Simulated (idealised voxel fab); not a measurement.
The following process module bears the name voxel self aligned vias.
Section shown: cut. Width: 295 nm. Cell size: 5 nm, square.
Cross-section spec: square-cell grid; bands listed top down; each band is one or more rows.
This entry defines a band. It first specifies the height of the band's top and the height of its bottom in nm, and then specifies the band's materials from left to right, stating each material with its width in nm. The word "full width" identifies a single material that fills the band from edge to edge, while the word "air" identifies empty space.
Below 0: as-received wafer, all one material; heights counted from there. Lowest band: no bottom, goes on down, written "z 0 and below".
Graded width ("30 to 40"): value in top row of band = first number; value in bottom row = second number; row-to-row change constant.
When a step is marked "no alteration", none of the cells in the cross-section changed during that step.
Any empty space of 8 cells or more lacking an open way to the top shows up in "Closed void register" as width x height at distance, distance from the left edge, in nm.
What comes after the settings on a step's line is commentary from the simulator itself on that step.
What "overlay nm" on a step's line means: if the step has a mask, that mask lay this far to the right of its planned place, or, when the value is negative, to the left.

Steps planned for the process:
- 1: RECEIVE | material Si
- 2: CONFORMAL_DEP | material SiO2 | thk nm 10
- 3: CONFORMAL_DEP | material SiCN | thk nm 5
- 4: DIRECTIONAL_DEP | material SiO2 | thk nm 30
- 5: MASKED_ETCH | tone open | mask id LINES | width nm 25 | pitch nm 65 | etch materials SiO2 | depth nm 30 | overlay nm 0
- 6: CONFORMAL_DEP | material TiN | thk nm 5
- 7: FILL_DEP | material W | thk nm 10
- 8: CMP | height nm 45
- 9: SELECTIVE_ETCH | etch materials W Ru TiN | depth nm 10
- 10: FILL_DEP | material SiN | thk nm 5
- 11: CMP | height nm 45
- 12: DIRECTIONAL_DEP | material SiO2 | thk nm 15
- 13: PATTERN | tone open | mask id VIAS | material resist | width nm 35 | pitch nm 130 | thk nm 15 | overlay nm 0
- 14: DIRECTIONAL_ETCH | etch materials SiO2 | depth nm 15
- 15: DIRECTIONAL_ETCH | etch materials SiN | depth nm 10
- 16: STRIP | etch materials resist
- 17: CONFORMAL_DEP | material TiN | thk nm 5
- 18: FILL_DEP | material Ru | thk nm 10
- 19: CMP | height nm 60
- 20: CONFORMAL_DEP | material SiCN | thk nm 5

As-received wafer cross-section (after step 1):
	z 0 and below  Si full width
	Closed void register: none

The following cross-section depicts the wafer upon conclusion of the module. Processing commenced from the starting condition illustrated above and adhered to the plan illustrated above, save for one mistake in execution:
	z 65 to 60  SiCN full width
	z 60 to 45  65 of SiO2  5 of TiN  25 of Ru  5 of TiN  95 of SiO2  5 of TiN  25 of Ru  5 of TiN  65 of SiO2
	z 45 to 40  65 of SiO2  5 of TiN  25 of Ru  5 of TiN  35 of SiO2  25 of SiN  35 of SiO2  5 of TiN  25 of Ru  5 of TiN  65 of SiO2
	z 40 to 35  65 of SiO2  35 of TiN  35 of SiO2  25 of SiN  35 of SiO2  35 of TiN  65 of SiO2
	z 35 to 30  65 of SiO2  10 of TiN  15 of W  10 of TiN  35 of SiO2  5 of TiN  15 of W  5 of TiN  35 of SiO2  10 of TiN  15 of W  10 of TiN  65 of SiO2
	z 30 to 20  70 of SiO2  5 of TiN  15 of W  5 of TiN  40 of SiO2  5 of TiN  15 of W  5 of TiN  40 of SiO2  5 of TiN  15 of W  5 of TiN  70 of SiO2
	z 20 to 15  70 of SiO2  25 of TiN  40 of SiO2  25 of TiN  40 of SiO2  25 of TiN  70 of SiO2
	z 15 to 10  SiCN full width
	z 10 to 0  SiO2 full width
	z 0 and below  Si full width
	Closed void register: none
Error vs. plan: regarding the plan, step 14 was run twice
